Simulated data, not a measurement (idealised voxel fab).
Presented below is a process module, voxel ribs on slabs.
Square cells of 5 nm make up the cross-section cut, whose width is 290 nm.
Reading order for cross-sections: top band down to bottom band. Underlying form: a grid of square cells. Band size: one or more rows of cells.
Band entry format. Leading values: height of top, height of bottom, nm. Remainder: materials in left-to-right order, each with its width in nm. Special words: "all across" on a single material, which then fills the band edge to edge; "air", empty space.
Height reference: 0 = level under which incoming wafer is all one material. Lowest band: no bottom, runs on downward, e.g. "0 down".
A two-number width, for instance "30 to 40", indicates that the width is equal to the first number in the top row of the band and to the second number in the bottom row, and that it changes by a constant amount per row of cells.
When a step is marked "remained unchanged", none of the cells in the cross-section changed during that step.
This entry, "Sealed void listing", enumerates those empty regions of no fewer than 8 cells that possess no open connection to the top. Each region is reported in the form width x height at distance, the distance being taken from the left edge, with all three quantities expressed in nm.
It should be noted that, on the line of a given step, the content following the step's settings is a remark produced by the simulator itself with respect to that step.
What "overlay nm" on a step's line means: if the step has a mask, that mask lay this far to the right of its planned place, or, when the value is negative, to the left.
-- The steps planned for the process are as follows
| 1 | RECEIVE (material Si) |
| 2 | DIRECTIONAL_DEP (material SiO2; thk nm 25) |
| 3 | DIRECTIONAL_DEP (material polySi; thk nm 20) |
| 4 | PATTERN (tone cover; mask id RIB; material resist; width nm 20; thk nm 15; overlay nm 0) |
| 5 | DIRECTIONAL_ETCH (etch materials polySi; depth nm 15) |
| 6 | STRIP (etch materials resist) |
| 7 | PATTERN (tone cover; mask id SLAB; material resist; width nm 80; thk nm 15; overlay nm 0) |
| 8 | DIRECTIONAL_ETCH (etch materials polySi; depth nm 5) |
| 9 | STRIP (etch materials resist) |
| 10 | FILL_DEP (material SiO2; thk nm 15) |
| 11 | CMP (height nm 55) |
| 12 | DIRECTIONAL_DEP (material W; thk nm 10) |
| 13 | MASKED_ETCH (tone cover; mask id HEATER; width nm 30; etch materials W; depth nm 10; overlay nm 0) |
| 14 | CONFORMAL_DEP (material SiN; thk nm 5) |
-- As-received wafer cross-section (after step 1)
> 0 down = Si all across
> Sealed void listing: none
-- Cross-section taken at module completion on the first of two wafers; processed per the plan
> 70 to 65 = 125 of air / 40 of SiN / 125 of air
> 65 to 60 = 125 of air / 5 of SiN / 30 of W / 5 of SiN / 125 of air
> 60 to 55 = 130 of SiN / 30 of W / 130 of SiN
> 55 to 45 = SiO2 all across
> 45 to 30 = 135 of SiO2 / 20 of polySi / 135 of SiO2
> 30 to 25 = 105 of SiO2 / 80 of polySi / 105 of SiO2
> 25 to 0 = SiO2 all across
> 0 down = Si all across
> Sealed void listing: none
-- Second wafer of the two, sectioned at the end of the module. It began like the first and followed the same plan, but one mistake was made while running it
> 65 to 55 = 130 of air / 30 of W / 130 of air
> 55 to 45 = SiO2 all across
> 45 to 30 = 135 of SiO2 / 20 of polySi / 135 of SiO2
> 30 to 25 = 105 of SiO2 / 80 of polySi / 105 of SiO2
> 25 to 0 = SiO2 all across
> 0 down = Si all across
> Sealed void listing: none
What went wrong in running the wafer? heads up, step 14 of the plan was skipped and never actually ran
At the finish, the second wafer shows more or fewer cells for some materials than the first does: SiN -62
